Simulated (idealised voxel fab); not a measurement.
Title: Process Module voxel capacitor over wiring
Displayed cross-section: cut, width of 230 nm, square cells sized 5 nm.
Think of the cross-section as a grid of square cells. We describe it in bands, top to bottom, and each band covers one or more rows of those cells.
Basically the band line says how high the top is and how high the bottom is, in nm, and then what's in it from left to right, every material with its width in nm. Empty space shows up as "air", and if a single material carries "edge to edge" it runs the full band edge to edge.
Where do heights start? At 0: under that level the wafer as delivered is made of one material only. And the lowest band has no floor; it just carries on downward, as in "z 0 and below".
When a width is written as two numbers, as in "30..40", the first number is the width in the top row of cells of the band and the second is the width in its bottom row, and the width changes by the same amount from each row to the next.
Given "no alteration" for a step, no cell of the cross-section differs between before and after that step.
Voids, sealed: empty space of 8 cells or more with no open way to the top, each as width x height at its distance from the left edge, in nm
Heads up: the bit after the settings on a step's line is the simulator's remark on that step.
A step line may carry the setting "overlay nm", which, for steps involving a mask, states the distance by which the mask lay to the right of its intended position; negative values denote displacement to the left.
Before/after cross-section pairs, one process step each; after shown to lowest changed band; step and settings beneath. Pairs may be from different runs of this module on the same starting wafer; a pair continues from the one above only where its "Geometry before processing" entry says so.
# Geometry before processing
z 0 and below | Si edge to edge
Voids, sealed: none
# Post-Process Section
z 15 to 0 | SiO2 edge to edge
Below 0, the layers are the same as they were.
Voids, sealed: none
Between before and after, shown above: CONFORMAL_DEP with material SiO2, thk nm 15
Geometry before processing: identical to the post-step cross-section of the immediately preceding pair.
# Post-Process Section
z 20 to 15 | TiN edge to edge
Below 15, the layers are the same as they were.
Voids, sealed: none
Between before and after, shown above: DIRECTIONAL_DEP with material TiN, thk nm 5
Geometry before processing: identical to the post-step cross-section of the immediately preceding pair.
# Post-Process Section
z 35 to 20 | Ru edge to edge
Below 20, the layers are the same as they were.
Voids, sealed: none
Between before and after, shown above: DIRECTIONAL_DEP with material Ru, thk nm 15
Geometry before processing: identical to the post-step cross-section of the immediately preceding pair.
# Post-Process Section
z 55 to 35 | 60 air, then 25 resist, then 55 air, then 25 resist, then 65 air
Below 35, the layers are the same as they were.
Voids, sealed: none
Between before and after, shown above: PATTERN with tone cover, mask id METAL_1, material resist, width nm 25, pitch nm 80, thk nm 20, overlay nm 0
Geometry before processing: identical to the post-step cross-section of the immediately preceding pair.
# Post-Process Section
z 55 to 35 | 60 air, then 25 resist, then 55 air, then 25 resist, then 65 air
z 35 to 20 | 60 air, then 25 Ru, then 55 air, then 25 Ru, then 65 air
Below 20, the layers are the same as they were.
Voids, sealed: none
Between before and after, shown above: DIRECTIONAL_ETCH with etch materials Ru, depth nm 15
Geometry before processing: identical to the post-step cross-section of the immediately preceding pair.
# Post-Process Section
z 55 to 35 | 60 air, then 25 resist, then 55 air, then 25 resist, then 65 air
z 35 to 20 | 60 air, then 25 Ru, then 55 air, then 25 Ru, then 65 air
z 20 to 15 | 60 air, then 25 TiN, then 55 air, then 25 TiN, then 65 air
Below 15, the layers are the same as they were.
Voids, sealed: none
Between before and after, shown above: DIRECTIONAL_ETCH with etch materials TiN, depth nm 5
Geometry before processing: identical to the post-step cross-section of the immediately preceding pair.
# Post-Process Section
z 35 to 20 | 60 air, then 25 Ru, then 55 air, then 25 Ru, then 65 air
Below 20, the layers are the same as they were.
Voids, sealed: none
Between before and after, shown above: STRIP with etch materials resist
Geometry before processing: identical to the post-step cross-section of the immediately preceding pair.
# Post-Process Section
z 45 to 35 | lowk edge to edge
z 35 to 20 | 60 lowk, then 25 Ru, then 55 lowk, then 25 Ru, then 65 lowk
z 20 to 15 | 60 lowk, then 25 TiN, then 55 lowk, then 25 TiN, then 65 lowk
Below 15, the layers are the same as they were.
Voids, sealed: none
Between before and after, shown above: FILL_DEP with material lowk, thk nm 10
Geometry before processing: identical to the post-step cross-section of the immediately preceding pair.
# Post-Process Section
z 35 to 20 | 60 lowk, then 25 Ru, then 55 lowk, then 25 Ru, then 65 lowk
Below 20, the layers are the same as they were.
Voids, sealed: none
Between before and after, shown above: CMP with height nm 35
Geometry before processing: identical to the post-step cross-section of the immediately preceding pair.
# Post-Process Section
z 40 to 35 | SiCN edge to edge
Below 35, the layers are the same as they were.
Voids, sealed: none
Between before and after, shown above: CONFORMAL_DEP with material SiCN, thk nm 5
Geometry before processing: identical to the post-step cross-section of the immediately preceding pair.
# Post-Process Section
z 60 to 40 | lowk edge to edge
Below 40, the layers are the same as they were.
Voids, sealed: none
Between before and after, shown above: DIRECTIONAL_DEP with material lowk, thk nm 20
Geometry before processing: identical to the post-step cross-section of the immediately preceding pair.
# Post-Process Section
z 70 to 60 | aC edge to edge
Below 60, the layers are the same as they were.
Voids, sealed: none
Between before and after, shown above: DIRECTIONAL_DEP with material aC, thk nm 10
Geometry before processing: identical to the post-step cross-section of the immediately preceding pair.
# Post-Process Section
z 100 to 70 | 70 resist, then 15 air, then 145 resist
Below 70, the layers are the same as they were.
Voids, sealed: none
Between before and after, shown above: PATTERN with tone open, mask id PLUG_1, material resist, width nm 15, thk nm 30, overlay nm 0
Geometry before processing: identical to the post-step cross-section of the immediately preceding pair.
# Post-Process Section
z 90 to 70 | 70 resist, then 15 air, then 145 resist
z 70 to 60 | 70 aC, then 15 air, then 145 aC
Below 60, the layers are the same as they were.
Voids, sealed: none
Between before and after, shown above: DIRECTIONAL_ETCH with etch materials aC, depth nm 10
Geometry before processing: identical to the post-step cross-section of the immediately preceding pair.
# Post-Process Section
z 70 to 60 | 70 aC, then 15 air, then 145 aC
Below 60, the layers are the same as they were.
Voids, sealed: none
Between before and after, shown above: STRIP with etch materials resist
Geometry before processing: identical to the post-step cross-section of the immediately preceding pair.
# Post-Process Section
z 70 to 60 | 70 aC, then 15 air, then 145 aC
z 60 to 40 | 70 lowk, then 15 air, then 145 lowk
Below 40, the layers are the same as they were.
Voids, sealed: none
Between before and after, shown above: DIRECTIONAL_ETCH with etch materials lowk, depth nm 20
Geometry before processing: identical to the post-step cross-section of the immediately preceding pair.
# Post-Process Section
z 70 to 60 | 70 aC, then 15 air, then 145 aC
z 60 to 40 | 70 lowk, then 15 air, then 145 lowk
z 40 to 35 | 70 SiCN, then 15 air, then 145 SiCN
Below 35, the layers are the same as they were.
Voids, sealed: none
Between before and after, shown above: DIRECTIONAL_ETCH with etch materials SiCN, depth nm 5
Geometry before processing: identical to the post-step cross-section of the immediately preceding pair.
# Post-Process Section
z 60 to 40 | 70 lowk, then 15 air, then 145 lowk
Below 40, the layers are the same as they were.
Voids, sealed: none
Between before and after, shown above: STRIP with etch materials aC
Geometry before processing: identical to the post-step cross-section of the immediately preceding pair.
# Post-Process Section
z 65 to 60 | 75 TiN, then 5 air, then 150 TiN
z 60 to 40 | 70 lowk, then 5 TiN, then 5 air, then 5 TiN, then 145 lowk
z 40 to 35 | 70 SiCN, then 15 TiN, then 145 SiCN
Below 35, the layers are the same as they were.
Voids, sealed: none
Between before and after, shown above: CONFORMAL_DEP with material TiN, thk nm 5
Geometry before processing: identical to the post-step cross-section of the immediately preceding pair.
# Post-Process Section
z 70 to 65 | Ru edge to edge
z 65 to 60 | 75 TiN, then 5 Ru, then 150 TiN
z 60 to 40 | 70 lowk, then 5 TiN, then 5 Ru, then 5 TiN, then 145 lowk
Below 40, the layers are the same as they were.
Voids, sealed: none
Between before and after, shown above: FILL_DEP with material Ru, thk nm 5
Geometry before processing: identical to the post-step cross-section of the immediately preceding pair.
# Post-Process Section
z 60 to 40 | 70 lowk, then 5 TiN, then 5 Ru, then 5 TiN, then 145 lowk
Below 40, the layers are the same as they were.
Voids, sealed: none
Between before and after, shown above: CMP with height nm 60
Geometry before processing: identical to the post-step cross-section of the immediately preceding pair.
# Post-Process Section
z 70 to 60 | TiN edge to edge
Below 60, the layers are the same as they were.
Voids, sealed: none
Between before and after, shown above: DIRECTIONAL_DEP with material TiN, thk nm 10
Geometry before processing: identical to the post-step cross-section of the immediately preceding pair.
# Post-Process Section
z 75 to 70 | Al2O3 edge to edge
Below 70, the layers are the same as they were.
Voids, sealed: none
Between before and after, shown above: DIRECTIONAL_DEP with material Al2O3, thk nm 5
Geometry before processing: identical to the post-step cross-section of the immediately preceding pair.
# Post-Process Section
z 80 to 75 | TiN edge to edge
Below 75, the layers are the same as they were.
Voids, sealed: none
Between before and after, shown above: DIRECTIONAL_DEP with material TiN, thk nm 5
Geometry before processing: identical to the post-step cross-section of the immediately preceding pair.
# Post-Process Section
z 80 to 75 | 70 air, then 60 TiN, then 100 air
Below 75, the layers are the same as they were.
Voids, sealed: none
Between before and after, shown above: MASKED_ETCH with tone cover, mask id UPPER_PLATE, width nm 60, etch materials TiN, depth nm 5, overlay nm 0
Geometry before processing: identical to the post-step cross-section of the immediately preceding pair.
# Post-Process Section
z 80 to 75 | 70 air, then 60 TiN, then 100 air
z 75 to 70 | 70 air, then 60 Al2O3, then 100 air
Below 70, the layers are the same as they were.
Voids, sealed: none
Between before and after, shown above: MASKED_ETCH with tone cover, mask id UPPER_PLATE, width nm 60, etch materials Al2O3, depth nm 5, overlay nm 0
Geometry before processing: identical to the post-step cross-section of the immediately preceding pair.
# Post-Process Section
z 80 to 75 | 70 air, then 60 TiN, then 100 air
z 75 to 70 | 70 air, then 60 Al2O3, then 100 air
z 70 to 60 | 65 air, then 70 TiN, then 95 air
Below 60, the layers are the same as they were.
Voids, sealed: none
Between before and after, shown above: MASKED_ETCH with tone cover, mask id LOWER_PLATE, width nm 70, etch materials TiN, depth nm 10, overlay nm 0
Geometry before processing: identical to the post-step cross-section of the immediately preceding pair.
# Post-Process Section
z 95 to 80 | SiO2 edge to edge
z 80 to 75 | 70 SiO2, then 60 TiN, then 100 SiO2
z 75 to 70 | 70 SiO2, then 60 Al2O3, then 100 SiO2
z 70 to 60 | 65 SiO2, then 70 TiN, then 95 SiO2
Below 60, the layers are the same as they were.
Voids, sealed: none
Between before and after, shown above: FILL_DEP with material SiO2, thk nm 15
Geometry before processing: identical to the post-step cross-section of the immediately preceding pair.
# Post-Process Section
z 90 to 80 | SiO2 edge to edge
Below 80, the layers are the same as they were.
Voids, sealed: none
Between before and after, shown above: CMP with height nm 90
Geometry before processing: identical to the post-step cross-section of the immediately preceding pair.
# Post-Process Section
z 100 to 90 | aC edge to edge
Below 90, the layers are the same as they were.
Voids, sealed: none
Between before and after, shown above: DIRECTIONAL_DEP with material aC, thk nm 10
Geometry before processing: identical to the post-step cross-section of the immediately preceding pair.
# Post-Process Section
z 125 to 100 | 80 resist, then 15 air, then 135 resist
Below 100, the layers are the same as they were.
Voids, sealed: none
Between before and after, shown above: PATTERN with tone open, mask id PLUG_2, material resist, width nm 15, thk nm 25, overlay nm 0
Geometry before processing: identical to the post-step cross-section of the immediately preceding pair.
# Post-Process Section
z 115 to 100 | 80 resist, then 15 air, then 135 resist
z 100 to 90 | 80 aC, then 15 air, then 135 aC
Below 90, the layers are the same as they were.
Voids, sealed: none
Between before and after, shown above: DIRECTIONAL_ETCH with etch materials aC, depth nm 10
Geometry before processing: identical to the post-step cross-section of the immediately preceding pair.
# Post-Process Section
z 100 to 90 | 80 aC, then 15 air, then 135 aC
Below 90, the layers are the same as they were.
Voids, sealed: none
Between before and after, shown above: STRIP with etch materials resist
Geometry before processing: identical to the post-step cross-section of the immediately preceding pair.
# Post-Process Section
z 100 to 90 | 80 aC, then 15 air, then 135 aC
z 90 to 80 | 80 SiO2, then 15 air, then 135 SiO2
Below 80, the layers are the same as they were.
Voids, sealed: none
Between before and after, shown above: DIRECTIONAL_ETCH with etch materials SiO2, depth nm 10
Geometry before processing: identical to the post-step cross-section of the immediately preceding pair.
# Post-Process Section
z 90 to 80 | 80 SiO2, then 15 air, then 135 SiO2
Below 80, the layers are the same as they were.
Voids, sealed: none
Between before and after, shown above: STRIP with etch materials aC
Geometry before processing: identical to the post-step cross-section of the immediately preceding pair.
# Post-Process Section
z 95 to 90 | 85 TiN, then 5 air, then 140 TiN
z 90 to 85 | 80 SiO2, then 5 TiN, then 5 air, then 5 TiN, then 135 SiO2
z 85 to 75 | 80..70 SiO2, then 15..60 TiN, then 135..100 SiO2
Below 75, the layers are the same as they were.
Voids, sealed: none
Between before and after, shown above: CONFORMAL_DEP with material TiN, thk nm 5
Geometry before processing: identical to the post-step cross-section of the immediately preceding pair.
# Post-Process Section
z 100 to 95 | Ru edge to edge
z 95 to 90 | 85 TiN, then 5 Ru, then 140 TiN
z 90 to 85 | 80 SiO2, then 5 TiN, then 5 Ru, then 5 TiN, then 135 SiO2
Below 85, the layers are the same as they were.
Voids, sealed: none
Between before and after, shown above: FILL_DEP with material Ru, thk nm 5
Geometry before processing: identical to the post-step cross-section of the immediately preceding pair.
# Post-Process Section
z 90 to 85 | 80 SiO2, then 5 TiN, then 5 Ru, then 5 TiN, then 135 SiO2
Below 85, the layers are the same as they were.
Voids, sealed: none
Between before and after, shown above: CMP with height nm 90
Geometry before processing: identical to the post-step cross-section of the immediately preceding pair.
# Post-Process Section
z 95 to 90 | SiCN edge to edge
Below 90, the layers are the same as they were.
Voids, sealed: none
Between before and after, shown above: CONFORMAL_DEP with material SiCN, thk nm 5
# Geometry before processing
z 75 to 70 | Al2O3 edge to edge
z 70 to 60 | TiN edge to edge
z 60 to 40 | 70 lowk, then 5 TiN, then 5 Ru, then 5 TiN, then 145 lowk
z 40 to 35 | 70 SiCN, then 15 TiN, then 145 SiCN
z 35 to 20 | 60 lowk, then 25 Ru, then 55 lowk, then 25 Ru, then 65 lowk
z 20 to 15 | 60 lowk, then 25 TiN, then 55 lowk, then 25 TiN, then 65 lowk
z 15 to 0 | SiO2 edge to edge
z 0 and below | Si edge to edge
Voids, sealed: none
# Post-Process Section
z 75 to 70 | 70 air, then 60 Al2O3, then 100 air
Below 70, the layers are the same as they were.
Voids, sealed: none
Between before and after, shown above: MASKED_ETCH with tone cover, mask id UPPER_PLATE, width nm 60, etch materials Al2O3, depth nm 5, overlay nm 0
Geometry before processing: identical to the post-step cross-section of the immediately preceding pair.
# Post-Process Section
z 75 to 70 | 70 air, then 60 Al2O3, then 100 air
z 70 to 60 | 65 air, then 70 TiN, then 95 air
Below 60, the layers are the same as they were.
Voids, sealed: none
Between before and after, shown above: MASKED_ETCH with tone cover, mask id LOWER_PLATE, width nm 70, etch materials TiN, depth nm 10, overlay nm 0
Geometry before processing: identical to the post-step cross-section of the immediately preceding pair.
# Post-Process Section
z 90 to 75 | SiO2 edge to edge
z 75 to 70 | 70 SiO2, then 60 Al2O3, then 100 SiO2
z 70 to 60 | 65 SiO2, then 70 TiN, then 95 SiO2
Below 60, the layers are the same as they were.
Voids, sealed: none
Between before and after, shown above: FILL_DEP with material SiO2, thk nm 15
Geometry before processing: identical to the post-step cross-section of the immediately preceding pair.
# Post-Process Section
z 100 to 90 | aC edge to edge
Below 90, the layers are the same as they were.
Voids, sealed: none
Between before and after, shown above: DIRECTIONAL_DEP with material aC, thk nm 10
Geometry before processing: identical to the post-step cross-section of the immediately preceding pair.
# Post-Process Section
z 125 to 100 | 80 resist, then 15 air, then 135 resist
Below 100, the layers are the same as they were.
Voids, sealed: none
Between before and after, shown above: PATTERN with tone open, mask id PLUG_2, material resist, width nm 15, thk nm 25, overlay nm 0
Geometry before processing: identical to the post-step cross-section of the immediately preceding pair.
# Post-Process Section
z 115 to 100 | 80 resist, then 15 air, then 135 resist
z 100 to 90 | 80 aC, then 15 air, then 135 aC
Below 90, the layers are the same as they were.
Voids, sealed: none
Between before and after, shown above: DIRECTIONAL_ETCH with etch materials aC, depth nm 10
Geometry before processing: identical to the post-step cross-section of the immediately preceding pair.
# Post-Process Section
z 100 to 90 | 80 aC, then 15 air, then 135 aC
Below 90, the layers are the same as they were.
Voids, sealed: none
Between before and after, shown above: STRIP with etch materials resist
Geometry before processing: identical to the post-step cross-section of the immediately preceding pair.
# Post-Process Section
z 100 to 90 | 80 aC, then 15 air, then 135 aC
z 90 to 80 | 80 SiO2, then 15 air, then 135 SiO2
Below 80, the layers are the same as they were.
Voids, sealed: none
Between before and after, shown above: DIRECTIONAL_ETCH with etch materials SiO2, depth nm 10
Geometry before processing: identical to the post-step cross-section of the immediately preceding pair.
# Post-Process Section
z 90 to 80 | 80 SiO2, then 15 air, then 135 SiO2
Below 80, the layers are the same as they were.
Voids, sealed: none
Between before and after, shown above: STRIP with etch materials aC
Geometry before processing: identical to the post-step cross-section of the immediately preceding pair.
# Post-Process Section
z 95 to 90 | 85 TiN, then 5 air, then 140 TiN
z 90 to 85 | 80 SiO2, then 5 TiN, then 5 air, then 5 TiN, then 135 SiO2
z 85 to 80 | 80 SiO2, then 15 TiN, then 135 SiO2
Below 80, the layers are the same as they were.
Voids, sealed: none
Between before and after, shown above: CONFORMAL_DEP with material TiN, thk nm 5
Geometry before processing: identical to the post-step cross-section of the immediately preceding pair.
# Post-Process Section
z 100 to 95 | Ru edge to edge
z 95 to 90 | 85 TiN, then 5 Ru, then 140 TiN
z 90 to 85 | 80 SiO2, then 5 TiN, then 5 Ru, then 5 TiN, then 135 SiO2
Below 85, the layers are the same as they were.
Voids, sealed: none
Between before and after, shown above: FILL_DEP with material Ru, thk nm 5
Geometry before processing: identical to the post-step cross-section of the immediately preceding pair.
# Post-Process Section
z 90 to 85 | 80 SiO2, then 5 TiN, then 5 Ru, then 5 TiN, then 135 SiO2
Below 85, the layers are the same as they were.
Voids, sealed: none
Between before and after, shown above: CMP with height nm 90
Geometry before processing: identical to the post-step cross-section of the immediately preceding pair.
# Post-Process Section
z 95 to 90 | SiCN edge to edge
Below 90, the layers are the same as they were.
Voids, sealed: none
Between before and after, shown above: CONFORMAL_DEP with material SiCN, thk nm 5
# Geometry before processing
z 15 to 0 | SiO2 edge to edge
z 0 and below | Si edge to edge
Voids, sealed: none
# Post-Process Section
z 30 to 0 | SiO2 edge to edge
Below 0, the layers are the same as they were.
Voids, sealed: none
Between before and after, shown above: CONFORMAL_DEP with material SiO2, thk nm 15
Geometry before processing: identical to the post-step cross-section of the immediately preceding pair.
# Post-Process Section
z 35 to 30 | TiN edge to edge
Below 30, the layers are the same as they were.
Voids, sealed: none
Between before and after, shown above: DIRECTIONAL_DEP with material TiN, thk nm 5
Geometry before processing: identical to the post-step cross-section of the immediately preceding pair.
# Post-Process Section
z 50 to 35 | Ru edge to edge
Below 35, the layers are the same as they were.
Voids, sealed: none
Between before and after, shown above: DIRECTIONAL_DEP with material Ru, thk nm 15
Geometry before processing: identical to the post-step cross-section of the immediately preceding pair.
# Post-Process Section
z 70 to 50 | 60 air, then 25 resist, then 55 air, then 25 resist, then 65 air
Below 50, the layers are the same as they were.
Voids, sealed: none
Between before and after, shown above: PATTERN with tone cover, mask id METAL_1, material resist, width nm 25, pitch nm 80, thk nm 20, overlay nm 0
Geometry before processing: identical to the post-step cross-section of the immediately preceding pair.
# Post-Process Section
z 70 to 50 | 60 air, then 25 resist, then 55 air, then 25 resist, then 65 air
z 50 to 35 | 60 air, then 25 Ru, then 55 air, then 25 Ru, then 65 air
Below 35, the layers are the same as they were.
Voids, sealed: none
Between before and after, shown above: DIRECTIONAL_ETCH with etch materials Ru, depth nm 15
Geometry before processing: identical to the post-step cross-section of the immediately preceding pair.
# Post-Process Section
z 70 to 50 | 60 air, then 25 resist, then 55 air, then 25 resist, then 65 air
z 50 to 35 | 60 air, then 25 Ru, then 55 air, then 25 Ru, then 65 air
z 35 to 30 | 60 air, then 25 TiN, then 55 air, then 25 TiN, then 65 air
Below 30, the layers are the same as they were.
Voids, sealed: none
Between before and after, shown above: DIRECTIONAL_ETCH with etch materials TiN, depth nm 5
Geometry before processing: identical to the post-step cross-section of the immediately preceding pair.
# Post-Process Section
z 50 to 35 | 60 air, then 25 Ru, then 55 air, then 25 Ru, then 65 air
Below 35, the layers are the same as they were.
Voids, sealed: none
Between before and after, shown above: STRIP with etch materials resist
Geometry before processing: identical to the post-step cross-section of the immediately preceding pair.
# Post-Process Section
z 60 to 50 | lowk edge to edge
z 50 to 35 | 60 lowk, then 25 Ru, then 55 lowk, then 25 Ru, then 65 lowk
z 35 to 30 | 60 lowk, then 25 TiN, then 55 lowk, then 25 TiN, then 65 lowk
Below 30, the layers are the same as they were.
Voids, sealed: none
Between before and after, shown above: FILL_DEP with material lowk, thk nm 10
Geometry before processing: identical to the post-step cross-section of the immediately preceding pair.
# Post-Process Section
z 35 to 30 | 60 lowk, then 25 TiN, then 55 lowk, then 25 TiN, then 65 lowk
Below 30, the layers are the same as they were.
Voids, sealed: none
Between before and after, shown above: CMP with height nm 35
Geometry before processing: identical to the post-step cross-section of the immediately preceding pair.
# Post-Process Section
z 40 to 35 | SiCN edge to edge
Below 35, the layers are the same as they were.
Voids, sealed: none
Between before and after, shown above: CONFORMAL_DEP with material SiCN, thk nm 5
Geometry before processing: identical to the post-step cross-section of the immediately preceding pair.
# Post-Process Section
z 60 to 40 | lowk edge to edge
Below 40, the layers are the same as they were.
Voids, sealed: none
Between before and after, shown above: DIRECTIONAL_DEP with material lowk, thk nm 20
Geometry before processing: identical to the post-step cross-section of the immediately preceding pair.
# Post-Process Section
z 70 to 60 | aC edge to edge
Below 60, the layers are the same as they were.
Voids, sealed: none
Between before and after, shown above: DIRECTIONAL_DEP with material aC, thk nm 10
Geometry before processing: identical to the post-step cross-section of the immediately preceding pair.
# Post-Process Section
z 100 to 70 | 70 resist, then 15 air, then 145 resist
Below 70, the layers are the same as they were.
Voids, sealed: none
Between before and after, shown above: PATTERN with tone open, mask id PLUG_1, material resist, width nm 15, thk nm 30, overlay nm 0
Geometry before processing: identical to the post-step cross-section of the immediately preceding pair.
# Post-Process Section
z 90 to 70 | 70 resist, then 15 air, then 145 resist
z 70 to 60 | 70 aC, then 15 air, then 145 aC
Below 60, the layers are the same as they were.
Voids, sealed: none
Between before and after, shown above: DIRECTIONAL_ETCH with etch materials aC, depth nm 10
Geometry before processing: identical to the post-step cross-section of the immediately preceding pair.
# Post-Process Section
z 70 to 60 | 70 aC, then 15 air, then 145 aC
Below 60, the layers are the same as they were.
Voids, sealed: none
Between before and after, shown above: STRIP with etch materials resist
Geometry before processing: identical to the post-step cross-section of the immediately preceding pair.
# Post-Process Section
z 70 to 60 | 70 aC, then 15 air, then 145 aC
z 60 to 40 | 70 lowk, then 15 air, then 145 lowk
Below 40, the layers are the same as they were.
Voids, sealed: none
Between before and after, shown above: DIRECTIONAL_ETCH with etch materials lowk, depth nm 20
Geometry before processing: identical to the post-step cross-section of the immediately preceding pair.
# Post-Process Section
z 70 to 60 | 70 aC, then 15 air, then 145 aC
z 60 to 40 | 70 lowk, then 15 air, then 145 lowk
z 40 to 35 | 70 SiCN, then 15 air, then 145 SiCN
Below 35, the layers are the same as they were.
Voids, sealed: none
Between before and after, shown above: DIRECTIONAL_ETCH with etch materials SiCN, depth nm 5
Geometry before processing: identical to the post-step cross-section of the immediately preceding pair.
# Post-Process Section
z 60 to 40 | 70 lowk, then 15 air, then 145 lowk
Below 40, the layers are the same as they were.
Voids, sealed: none
Between before and after, shown above: STRIP with etch materials aC
Geometry before processing: identical to the post-step cross-section of the immediately preceding pair.
# Post-Process Section
z 65 to 60 | 75 TiN, then 5 air, then 150 TiN
z 60 to 40 | 70 lowk, then 5 TiN, then 5 air, then 5 TiN, then 145 lowk
z 40 to 35 | 70 SiCN, then 15 TiN, then 145 SiCN
Below 35, the layers are the same as they were.
Voids, sealed: none
Between before and after, shown above: CONFORMAL_DEP with material TiN, thk nm 5
Geometry before processing: identical to the post-step cross-section of the immediately preceding pair.
# Post-Process Section
z 70 to 65 | Ru edge to edge
z 65 to 60 | 75 TiN, then 5 Ru, then 150 TiN
z 60 to 40 | 70 lowk, then 5 TiN, then 5 Ru, then 5 TiN, then 145 lowk
Below 40, the layers are the same as they were.
Voids, sealed: none
Between before and after, shown above: FILL_DEP with material Ru, thk nm 5
Geometry before processing: identical to the post-step cross-section of the immediately preceding pair.
# Post-Process Section
z 60 to 40 | 70 lowk, then 5 TiN, then 5 Ru, then 5 TiN, then 145 lowk
Below 40, the layers are the same as they were.
Voids, sealed: none
Between before and after, shown above: CMP with height nm 60
Geometry before processing: identical to the post-step cross-section of the immediately preceding pair.
# Post-Process Section
z 70 to 60 | TiN edge to edge
Below 60, the layers are the same as they were.
Voids, sealed: none
Between before and after, shown above: DIRECTIONAL_DEP with material TiN, thk nm 10
Geometry before processing: identical to the post-step cross-section of the immediately preceding pair.
# Post-Process Section
z 75 to 70 | Al2O3 edge to edge
Below 70, the layers are the same as they were.
Voids, sealed: none
Between before and after, shown above: DIRECTIONAL_DEP with material Al2O3, thk nm 5
Geometry before processing: identical to the post-step cross-section of the immediately preceding pair.
# Post-Process Section
z 80 to 75 | TiN edge to edge
Below 75, the layers are the same as they were.
Voids, sealed: none
Between before and after, shown above: DIRECTIONAL_DEP with material TiN, thk nm 5
Geometry before processing: identical to the post-step cross-section of the immediately preceding pair.
# Post-Process Section
z 80 to 75 | 70 air, then 60 TiN, then 100 air
Below 75, the layers are the same as they were.
Voids, sealed: none
Between before and after, shown above: MASKED_ETCH with tone cover, mask id UPPER_PLATE, width nm 60, etch materials TiN, depth nm 5, overlay nm 0
Geometry before processing: identical to the post-step cross-section of the immediately preceding pair.
# Post-Process Section
z 80 to 75 | 70 air, then 60 TiN, then 100 air
z 75 to 70 | 70 air, then 60 Al2O3, then 100 air
Below 70, the layers are the same as they were.
Voids, sealed: none
Between before and after, shown above: MASKED_ETCH with tone cover, mask id UPPER_PLATE, width nm 60, etch materials Al2O3, depth nm 5, overlay nm 0
Geometry before processing: identical to the post-step cross-section of the immediately preceding pair.
# Post-Process Section
z 80 to 75 | 70 air, then 60 TiN, then 100 air
z 75 to 70 | 70 air, then 60 Al2O3, then 100 air
z 70 to 60 | 65 air, then 70 TiN, then 95 air
Below 60, the layers are the same as they were.
Voids, sealed: none
Between before and after, shown above: MASKED_ETCH with tone cover, mask id LOWER_PLATE, width nm 70, etch materials TiN, depth nm 10, overlay nm 0
Geometry before processing: identical to the post-step cross-section of the immediately preceding pair.
# Post-Process Section
z 95 to 80 | SiO2 edge to edge
z 80 to 75 | 70 SiO2, then 60 TiN, then 100 SiO2
z 75 to 70 | 70 SiO2, then 60 Al2O3, then 100 SiO2
z 70 to 60 | 65 SiO2, then 70 TiN, then 95 SiO2
Below 60, the layers are the same as they were.
Voids, sealed: none
Between before and after, shown above: FILL_DEP with material SiO2, thk nm 15
Geometry before processing: identical to the post-step cross-section of the immediately preceding pair.
# Post-Process Section
z 90 to 80 | SiO2 edge to edge
Below 80, the layers are the same as they were.
Voids, sealed: none
Between before and after, shown above: CMP with height nm 90
Geometry before processing: identical to the post-step cross-section of the immediately preceding pair.
# Post-Process Section
z 100 to 90 | aC edge to edge
Below 90, the layers are the same as they were.
Voids, sealed: none
Between before and after, shown above: DIRECTIONAL_DEP with material aC, thk nm 10
Geometry before processing: identical to the post-step cross-section of the immediately preceding pair.
# Post-Process Section
z 125 to 100 | 80 resist, then 15 air, then 135 resist
Below 100, the layers are the same as they were.
Voids, sealed: none
Between before and after, shown above: PATTERN with tone open, mask id PLUG_2, material resist, width nm 15, thk nm 25, overlay nm 0
Geometry before processing: identical to the post-step cross-section of the immediately preceding pair.
# Post-Process Section
z 115 to 100 | 80 resist, then 15 air, then 135 resist
z 100 to 90 | 80 aC, then 15 air, then 135 aC
Below 90, the layers are the same as they were.
Voids, sealed: none
Between before and after, shown above: DIRECTIONAL_ETCH with etch materials aC, depth nm 10
Geometry before processing: identical to the post-step cross-section of the immediately preceding pair.
# Post-Process Section
z 100 to 90 | 80 aC, then 15 air, then 135 aC
Below 90, the layers are the same as they were.
Voids, sealed: none
Between before and after, shown above: STRIP with etch materials resist
Geometry before processing: identical to the post-step cross-section of the immediately preceding pair.
# Post-Process Section
z 100 to 90 | 80 aC, then 15 air, then 135 aC
z 90 to 80 | 80 SiO2, then 15 air, then 135 SiO2
Below 80, the layers are the same as they were.
Voids, sealed: none
Between before and after, shown above: DIRECTIONAL_ETCH with etch materials SiO2, depth nm 10
Geometry before processing: identical to the post-step cross-section of the immediately preceding pair.
# Post-Process Section
z 90 to 80 | 80 SiO2, then 15 air, then 135 SiO2
Below 80, the layers are the same as they were.
Voids, sealed: none
Between before and after, shown above: STRIP with etch materials aC
Geometry before processing: identical to the post-step cross-section of the immediately preceding pair.
# Post-Process Section
z 95 to 90 | 85 TiN, then 5 air, then 140 TiN
z 90 to 85 | 80 SiO2, then 5 TiN, then 5 air, then 5 TiN, then 135 SiO2
z 85 to 75 | 80..70 SiO2, then 15..60 TiN, then 135..100 SiO2
Below 75, the layers are the same as they were.
Voids, sealed: none
Between before and after, shown above: CONFORMAL_DEP with material TiN, thk nm 5
Geometry before processing: identical to the post-step cross-section of the immediately preceding pair.
# Post-Process Section
z 100 to 95 | Ru edge to edge
z 95 to 90 | 85 TiN, then 5 Ru, then 140 TiN
z 90 to 85 | 80 SiO2, then 5 TiN, then 5 Ru, then 5 TiN, then 135 SiO2
Below 85, the layers are the same as they were.
Voids, sealed: none
Between before and after, shown above: FILL_DEP with material Ru, thk nm 5
Geometry before processing: identical to the post-step cross-section of the immediately preceding pair.
# Post-Process Section
z 90 to 85 | 80 SiO2, then 5 TiN, then 5 Ru, then 5 TiN, then 135 SiO2
Below 85, the layers are the same as they were.
Voids, sealed: none
Between before and after, shown above: CMP with height nm 90
Geometry before processing: identical to the post-step cross-section of the immediately preceding pair.
# Post-Process Section
z 95 to 90 | SiCN edge to edge
Below 90, the layers are the same as they were.
Voids, sealed: none
Between before and after, shown above: CONFORMAL_DEP with material SiCN, thk nm 5
# Geometry before processing
z 15 to 0 | SiO2 edge to edge
z 0 and below | Si edge to edge
Voids, sealed: none
# Post-Process Section
z 30 to 15 | Ru edge to edge
Below 15, the layers are the same as they were.
Voids, sealed: none
Between before and after, shown above: DIRECTIONAL_DEP with material Ru, thk nm 15
Geometry before processing: identical to the post-step cross-section of the immediately preceding pair.
# Post-Process Section
z 35 to 30 | TiN edge to edge
Below 30, the layers are the same as they were.
Voids, sealed: none
Between before and after, shown above: DIRECTIONAL_DEP with material TiN, thk nm 5
Geometry before processing: identical to the post-step cross-section of the immediately preceding pair.
# Post-Process Section
z 55 to 35 | 60 air, then 25 resist, then 55 air, then 25 resist, then 65 air
Below 35, the layers are the same as they were.
Voids, sealed: none
Between before and after, shown above: PATTERN with tone cover, mask id METAL_1, material resist, width nm 25, pitch nm 80, thk nm 20, overlay nm 0
